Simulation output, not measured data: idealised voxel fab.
process module | voxel air gaps
cross-section cut | 300 nm wide | cells 5 nm
A cross-section is a grid of square cells, given in bands from the top down. A band is one or more rows of cells.
Each band's line starts with the height of the band's top and of its bottom, in nm. Then come its materials from left to right, each with its width in nm. One material with "throughout" fills the band from edge to edge. "air" is empty space.
Height 0 is the level under which the wafer as received is all one material. The lowest band goes on downwards, as in "0 down".
A width such as "30 to 40" changes by the same amount from each row of cells to the next, from the band's top row to its bottom row.
"no change" after a step means that no cell of the cross-section changed.
closed voids: empty space of 8 cells or more with no open way to the top, each as width x height at its distance from the left edge, in nm
after a step's settings: what the simulator itself notes on the step
overlay nm, on a step with a mask: how far to the right of its planned place the mask lay; to the left if negative
plan
1 op RECEIVE | material Si
2 op CONFORMAL_DEP | material SiO2 | thk nm 15
3 op CONFORMAL_DEP | material SiN | thk nm 5
4 op DIRECTIONAL_DEP | material lowk | thk nm 35
5 op PATTERN | tone open | mask id LINES | material resist | width nm 15 | pitch nm 40 | thk nm 15 | overlay nm -15
6 op DIRECTIONAL_ETCH | etch materials lowk | depth nm 35
7 op STRIP | etch materials resist
8 op CONFORMAL_DEP | material TiN | thk nm 5
9 op FILL_DEP | material Ru | thk nm 5
10 op CMP | height nm 55
11 op EPI | material Ru | thk nm 10
12 op SELECTIVE_ETCH | etch materials lowk | depth nm 45
13 op CONFORMAL_DEP | material SiCN | thk nm 5
varied across the wafers: overlay nm of step 5. The plan shows the first wafer's value. All wafers start alike
first wafer as received, after step 1
  0 down: Si throughout
  closed voids: none
each wafer at the end: cells of each material gained (+) or lost (-) since it was received, then its closed voids
overlay nm -15 | +80 Ru | +152 SiCN | +60 SiN | +180 SiO2 | +60 TiN | closed voids: 15 x 25 at 85; 15 x 25 at 125; 15 x 25 at 165
overlay nm -10 | +80 Ru | +152 SiCN | +60 SiN | +180 SiO2 | +60 TiN | closed voids: 15 x 25 at 90; 15 x 25 at 130; 15 x 25 at 170
overlay nm -5 | +80 Ru | +152 SiCN | +60 SiN | +180 SiO2 | +60 TiN | closed voids: 15 x 25 at 95; 15 x 25 at 135; 15 x 25 at 175
overlay nm 0 | +80 Ru | +152 SiCN | +60 SiN | +180 SiO2 | +60 TiN | closed voids: 15 x 25 at 100; 15 x 25 at 140; 15 x 25 at 180
overlay nm 5 | +80 Ru | +152 SiCN | +60 SiN | +180 SiO2 | +60 TiN | closed voids: 15 x 25 at 105; 15 x 25 at 145; 15 x 25 at 185
overlay nm 10 | +80 Ru | +152 SiCN | +60 SiN | +180 SiO2 | +60 TiN | closed voids: 15 x 25 at 110; 15 x 25 at 150; 15 x 25 at 190
overlay nm 15 | +80 Ru | +152 SiCN | +60 SiN | +180 SiO2 | +60 TiN | closed voids: 15 x 25 at 115; 15 x 25 at 155; 15 x 25 at 195
